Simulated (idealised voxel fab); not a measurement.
Process module under the name voxel air gaps
Pictured: cross-section cut, 190 nm wide, on a grid of 5 nm square cells.
Cross-section format: a grid of square cells, given as bands from top to bottom; each band is one or more rows of cells. A band entry consists of two parts. The first gives the height of the band's top and the height of its bottom, in nm. The rest lists the band's materials from left to right, each with its width in nm. A single material labelled with the word "everywhere" fills the band from edge to edge, and the word "blank" marks empty space. Basically, 0 is our baseline, since under it the wafer straight out of the box is all one material. The bottom band has no lower end and keeps on going down, so it looks like "0 -> down". Graded width ("30 to 40"): value in top row of band = first number; value in bottom row = second number; row-to-row change constant. Basically "all unchanged" means that step didn't change any cell in the cross-section. If an empty space has no open way to the top and is at least 8 cells in size, "Sealed voids" lists it, written width x height at distance, where distance is measured from the left edge and every value is in nm. Whatever follows a step's settings on its line is a remark the simulator itself makes about that step. overlay nm: mask right of planned place by this much (step with mask). Neg. = left.

Process steps foreseen in the plan:
- 1: RECEIVE | material Si
- 2: CONFORMAL_DEP | material SiO2 | thk nm 15
- 3: CONFORMAL_DEP | material SiCN | thk nm 5
- 4: DIRECTIONAL_DEP | material SiO2 | thk nm 30
- 5: PATTERN | tone open | mask id LINES | material resist | width nm 15 | pitch nm 45 | thk nm 20 | overlay nm 0
- 6: DIRECTIONAL_ETCH | etch materials SiO2 | depth nm 30
- 7: STRIP | etch materials resist
- 8: CONFORMAL_DEP | material TiN | thk nm 5
- 9: FILL_DEP | material W | thk nm 5
- 10: CMP | height nm 50
- 11: EPI | material Ru | thk nm 10
- 12: SELECTIVE_ETCH | etch materials SiO2 | depth nm 40
- 13: CONFORMAL_DEP | material SiCN | thk nm 5

Received-state cross-section, reflecting completion of step 1:
  0 -> down: Si everywhere
  Sealed voids: none

First of two wafers at the end of the module, shown in cross-section; run carried out as planned:
  65 -> 60: blank (25), SiCN (135), blank (30)
  60 -> 50: blank (25), SiCN (5), Ru (35), SiCN (10), Ru (35), SiCN (10), Ru (35), SiCN (5), blank (30)
  50 -> 45: blank (25), SiCN (15), TiN (5), W (5), TiN (5), SiCN (30), TiN (5), W (5), TiN (5), SiCN (30), TiN (5), W (5), TiN (5), SiCN (15), blank (30)
  45 -> 25: blank (35), SiCN (5), TiN (5), W (5), TiN (5), SiCN (5), blank (20), SiCN (5), TiN (5), W (5), TiN (5), SiCN (5), blank (20), SiCN (5), TiN (5), W (5), TiN (5), SiCN (5), blank (40)
  25 -> 20: SiCN (40), TiN (15), SiCN (30), TiN (15), SiCN (30), TiN (15), SiCN (45)
  20 -> 15: SiCN everywhere
  15 -> 0: SiO2 everywhere
  0 -> down: Si everywhere
  Sealed voids: 20 x 20 at 60; 20 x 20 at 105

Second of two wafers, module complete, sectioned: it shares the first wafer's start and plan but was run with one mistake:
  65 -> 60: blank (20), SiCN (135), blank (35)
  60 -> 50: blank (20), SiCN (5), Ru (35), SiCN (10), Ru (35), SiCN (10), Ru (35), SiCN (5), blank (35)
  50 -> 45: blank (20), SiCN (15), TiN (5), W (5), TiN (5), SiCN (30), TiN (5), W (5), TiN (5), SiCN (30), TiN (5), W (5), TiN (5), SiCN (15), blank (35)
  45 -> 25: blank (30), SiCN (5), TiN (5), W (5), TiN (5), SiCN (5), blank (20), SiCN (5), TiN (5), W (5), TiN (5), SiCN (5), blank (20), SiCN (5), TiN (5), W (5), TiN (5), SiCN (5), blank (45)
  25 -> 20: SiCN (35), TiN (15), SiCN (30), TiN (15), SiCN (30), TiN (15), SiCN (50)
  20 -> 15: SiCN everywhere
  15 -> 0: SiO2 everywhere
  0 -> down: Si everywhere
  Sealed voids: 20 x 20 at 55; 20 x 20 at 100
It is concluded that the wafer was processed incorrectly with respect to the plan, in that step 5 ran differently from the plan; actual operation with settings: PATTERN | tone open | mask id LINES | material resist | width nm 15 | pitch nm 45 | thk nm 20 | overlay nm -5
At the end, each material covers as many cells on the second wafer as it does on the first, though the cells it covers are elsewhere.
